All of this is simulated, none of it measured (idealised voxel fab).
process module | voxel released beams
cross-section cut | 200 nm wide | cells 5 nm
A cross-section is a grid of square cells, given in bands from the top down. A band is one or more rows of cells.
Each band's line starts with the height of the band's top and of its bottom, in nm. Then come its materials from left to right, each with its width in nm. One material with "throughout" fills the band from edge to edge. "air" is empty space.
Height 0 is the level under which the wafer as received is all one material. The lowest band goes on downwards, as in "0 down".
A width such as "30 to 40" changes by the same amount from each row of cells to the next, from the band's top row to its bottom row.
"no change" after a step means that no cell of the cross-section changed.
closed voids: empty space of 8 cells or more with no open way to the top, each as width x height at its distance from the left edge, in nm
after a step's settings: what the simulator itself notes on the step
overlay nm, on a step with a mask: how far to the right of its planned place the mask lay; to the left if negative
plan
1 op RECEIVE | material Si
2 op CONFORMAL_DEP | material Al2O3 | thk nm 10
3 op DIRECTIONAL_DEP | material SiO2 | thk nm 20
4 op MASKED_ETCH | tone open | mask id ANCHOR | width nm 25 | etch materials SiO2 | depth nm 20 | overlay nm -15
5 op CONFORMAL_DEP | material polySi | thk nm 10
6 op MASKED_ETCH | tone cover | mask id BEAM | width nm 75 | etch materials polySi | depth nm 10 | overlay nm 0
7 op STRIP | etch materials SiO2
varied across the wafers: overlay nm of step 4. The plan shows the first wafer's value. All wafers start alike
first wafer as received, after step 1
  0 down: Si throughout
  closed voids: none
each wafer at the end: cells of each material gained (+) or lost (-) since it was received, then its closed voids
overlay nm -15 | +80 Al2O3 | +46 polySi | closed voids: none
overlay nm -10 | +80 Al2O3 | +46 polySi | closed voids: none
overlay nm -5 | +80 Al2O3 | +46 polySi | closed voids: none
overlay nm 0 | +80 Al2O3 | +46 polySi | closed voids: none
overlay nm 5 | +80 Al2O3 | +46 polySi | closed voids: none
overlay nm 10 | +80 Al2O3 | +46 polySi | closed voids: none
overlay nm 15 | +80 Al2O3 | +46 polySi | closed voids: none
